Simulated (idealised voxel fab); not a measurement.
Proc. module: voxel transistor to metal
Square cell edge 5 nm, section width 260 nm, ID cut.
In this document a cross-section is written as a grid of square cells. It is given as a series of bands, listed from the top down, and a band is one or more rows of cells.
Basically the band line says how high the top is and how high the bottom is, in nm, and then what's in it from left to right, every material with its width in nm. Empty space shows up as "blank", and if a single material carries "throughout" it runs the full band edge to edge.
A quick word on heights: they are counted from 0, and under that level the wafer as it came to us is one material throughout. The lowest band is different from the rest in having no bottom; it simply continues downward, written as in "0 down".
The expression "30..40" gives the width at the extremes of the band, the first number at its top row of cells and the second at its bottom row, with the width changing by equal amounts from each row to the next in between.
Basically "no alterations made" means that step didn't change any cell in the cross-section.
"Fully sealed voids" enumerates empty spaces isolated from the top, with no open way to it, that contain at least 8 cells, giving each as width x height at distance from the left edge, all three in nm.
If you see something after the settings on a step's line, that's the simulator's own remark about that step.
overlay nm: mask right of planned place by this much (step with mask). Neg. = left.

**Process steps foreseen in the plan**
- 1: RECEIVE [material Si]
- 2: OXIDIZE [depth nm 5]
- 3: CONFORMAL_DEP [material SiN] [thk nm 15]
- 4: DIRECTIONAL_DEP [material aC] [thk nm 10]
- 5: PATTERN [tone cover] [mask id ACTIVE] [material resist] [width nm 100] [pitch nm 125] [thk nm 30] [overlay nm 0]
- 6: DIRECTIONAL_ETCH [etch materials aC] [depth nm 10]
- 7: STRIP [etch materials resist]
- 8: DIRECTIONAL_ETCH [etch materials SiN] [depth nm 15]
- 9: DIRECTIONAL_ETCH [etch materials SiO2] [depth nm 5]
- 10: DIRECTIONAL_ETCH [etch materials Si] [depth nm 25]
- 11: STRIP [etch materials aC]
- 12: OXIDIZE [depth nm 5]
- 13: FILL_DEP [material SiO2] [thk nm 5]
- 14: CMP [height nm 15]
- 15: SELECTIVE_ETCH [etch materials SiO2] [depth nm 10]
- 16: STRIP [etch materials SiN]
- 17: SELECTIVE_ETCH [etch materials SiO2] [depth nm 5]
- 18: OXIDIZE [depth nm 5]
- 19: DIRECTIONAL_DEP [material polySi] [thk nm 20]
- 20: DIRECTIONAL_DEP [material SiCN] [thk nm 10]
- 21: DIRECTIONAL_DEP [material aC] [thk nm 15]
- 22: PATTERN [tone cover] [mask id GATE] [material resist] [width nm 20] [pitch nm 125] [thk nm 30] [overlay nm 0]
- 23: DIRECTIONAL_ETCH [etch materials aC] [depth nm 15]
- 24: STRIP [etch materials resist]
- 25: DIRECTIONAL_ETCH [etch materials SiCN] [depth nm 20]
- 26: DIRECTIONAL_ETCH [etch materials polySi] [depth nm 30]
- 27: STRIP [etch materials aC]
- 28: CONFORMAL_DEP [material SiO2] [thk nm 5]
- 29: DIRECTIONAL_ETCH [etch materials SiO2] [depth nm 5]
- 30: CONFORMAL_DEP [material SiN] [thk nm 5]
- 31: DIRECTIONAL_ETCH [etch materials SiN] [depth nm 5]
- 32: DIRECTIONAL_ETCH [etch materials SiO2] [depth nm 5]
- 33: DIRECTIONAL_ETCH [etch materials Si] [depth nm 15]
- 34: EPI [material nSi] [thk nm 20]
- 35: FILL_DEP [material SiO2] [thk nm 10]
- 36: CMP [height nm 25]
- 37: DIRECTIONAL_DEP [material SiO2] [thk nm 10]
- 38: DIRECTIONAL_DEP [material aC] [thk nm 10]
- 39: PATTERN [tone open] [mask id CONTACT] [material resist] [width nm 20] [thk nm 30] [overlay nm 0]
- 40: DIRECTIONAL_ETCH [etch materials aC] [depth nm 10]
- 41: STRIP [etch materials resist]
- 42: DIRECTIONAL_ETCH [etch materials SiO2] [depth nm 40]
- 43: STRIP [etch materials aC]
- 44: CONFORMAL_DEP [material TiN] [thk nm 5]
- 45: FILL_DEP [material W] [thk nm 5]
- 46: CMP [height nm 35]
- 47: DIRECTIONAL_DEP [material TiN] [thk nm 5]
- 48: DIRECTIONAL_DEP [material W] [thk nm 25]
- 49: MASKED_ETCH [tone cover] [mask id METAL_1] [width nm 20] [etch materials W] [depth nm 25] [overlay nm 0]
- 50: MASKED_ETCH [tone cover] [mask id METAL_1] [width nm 20] [etch materials TiN] [depth nm 5] [overlay nm 0]
- 51: FILL_DEP [material SiO2] [thk nm 10]
- 52: CMP [height nm 65]
- 53: CONFORMAL_DEP [material SiCN] [thk nm 5]

**Cross-section: wafer on arrival = after step 1**
0 down: Si throughout
Fully sealed voids: none

**First wafer of two, sectioned at end of module; run went per plan**
70 to 65: SiCN throughout
65 to 40: SiO2 (20) / W (20) / SiO2 (50) / W (20) / SiO2 (35) / W (20) / SiO2 (50) / W (20) / SiO2 (25)
40 to 35: SiO2 (20) / TiN (20) / SiO2 (50) / TiN (20) / SiO2 (35) / TiN (20) / SiO2 (50) / TiN (20) / SiO2 (25)
35 to 25: SiO2 (20) / TiN (5) / W (10) / TiN (5) / SiO2 (50) / TiN (5) / W (10) / TiN (5) / SiO2 (35) / TiN (5) / W (10) / TiN (5) / SiO2 (50) / TiN (5) / W (10) / TiN (5) / SiO2 (25)
25 to 15: SiO2 (20) / TiN (5) / W (10) / TiN (5) / SiO2 (5) / SiN (5) / SiO2 (5) / SiCN (20) / SiO2 (5) / SiN (5) / SiO2 (5) / TiN (5) / W (10) / TiN (5) / SiO2 (35) / TiN (5) / W (10) / TiN (5) / SiO2 (5) / SiN (5) / SiO2 (5) / SiCN (20) / SiO2 (5) / SiN (5) / SiO2 (5) / TiN (5) / W (10) / TiN (5) / SiO2 (25)
15 to 10: SiO2 (20) / TiN (20) / SiO2 (5) / SiN (5) / SiO2 (5) / polySi (20) / SiO2 (5) / SiN (5) / SiO2 (5) / TiN (20) / SiO2 (35) / TiN (20) / SiO2 (5) / SiN (5) / SiO2 (5) / polySi (20) / SiO2 (5) / SiN (5) / SiO2 (5) / TiN (20) / SiO2 (25)
10 to 0: SiO2 (20) / TiN (5) / nSi (20) / SiN (5) / SiO2 (5) / polySi (20) / SiO2 (5) / SiN (5) / nSi (20) / TiN (5) / SiO2 (35) / TiN (5) / nSi (20) / SiN (5) / SiO2 (5) / polySi (20) / SiO2 (5) / SiN (5) / nSi (20) / TiN (5) / SiO2 (25)
0 to -5: SiO2 (15) / SiN (5) / TiN (5) / nSi (20) / SiN (5) / SiO2 (5) / polySi (20) / SiO2 (5) / SiN (5) / nSi (20) / TiN (5) / SiN (5) / SiO2 (25) / SiN (5) / TiN (5) / nSi (20) / SiN (5) / SiO2 (5) / polySi (20) / SiO2 (5) / SiN (5) / nSi (20) / TiN (5) / SiN (5) / SiO2 (20)
-5 to -10: SiO2 (20) / nSi (25) / SiO2 (40) / nSi (25) / SiO2 (35) / nSi (25) / SiO2 (40) / nSi (25) / SiO2 (25)
-10 to -25: SiO2 (20) / nSi (25) / Si (40) / nSi (25) / SiO2 (35) / nSi (25) / Si (40) / nSi (25) / SiO2 (25)
-25 to -35: SiO2 (20) / Si (90) / SiO2 (35) / Si (90) / SiO2 (25)
-35 down: Si throughout
Fully sealed voids: none

**second wafer at the end: like start, like plan, one mistake**
70 to 65: SiCN throughout
65 to 40: SiO2 (20) / W (20) / SiO2 (50) / W (20) / SiO2 (35) / W (20) / SiO2 (50) / W (20) / SiO2 (25)
40 to 35: SiO2 (20) / TiN (20) / SiO2 (50) / TiN (20) / SiO2 (35) / TiN (20) / SiO2 (50) / TiN (20) / SiO2 (25)
35 to 30: SiO2 (20) / TiN (5) / W (10) / TiN (5) / SiO2 (50) / TiN (5) / W (10) / TiN (5) / SiO2 (35) / TiN (5) / W (10) / TiN (5) / SiO2 (50) / TiN (5) / W (10) / TiN (5) / SiO2 (25)
30 to 25: SiO2 (20) / TiN (20) / SiO2 (50) / TiN (20) / SiO2 (35) / TiN (20) / SiO2 (50) / TiN (20) / SiO2 (25)
25 to 20: SiCN (55) / SiO2 (5) / SiN (10) / SiO2 (5) / SiCN (105) / SiO2 (5) / SiN (10) / SiO2 (5) / SiCN (60)
20 to 15: polySi (10) / SiCN (45) / SiO2 (5) / SiN (10) / SiO2 (5) / SiCN (45) / polySi (15) / SiCN (45) / SiO2 (5) / SiN (10) / SiO2 (5) / SiCN (45) / polySi (15)
15 to 0: polySi (55) / SiO2 (5) / SiN (10) / SiO2 (5) / polySi (105) / SiO2 (5) / SiN (10) / SiO2 (5) / polySi (60)
0 to -5: SiO2 (10) / polySi (45) / SiO2 (5) / SiN (10) / SiO2 (5) / polySi (45) / SiO2 (15) / polySi (45) / SiO2 (5) / SiN (10) / SiO2 (5) / polySi (45) / SiO2 (15)
-5 to -10: SiO2 throughout
-10 to -35: SiO2 (20) / Si (90) / SiO2 (35) / Si (90) / SiO2 (25)
-35 down: Si throughout
Fully sealed voids: none
Misprocessing identified: in deviation from the planned setting, step 22 was conducted as PATTERN [tone open] [mask id GATE] [material resist] [width nm 20] [pitch nm 125] [thk nm 30] [overlay nm 0]
Cell-count delta at end, second wafer over first, by material: Si +60; SiCN +64; SiN -4; SiO2 -76; TiN -36; W -24; nSi -128; polySi +144
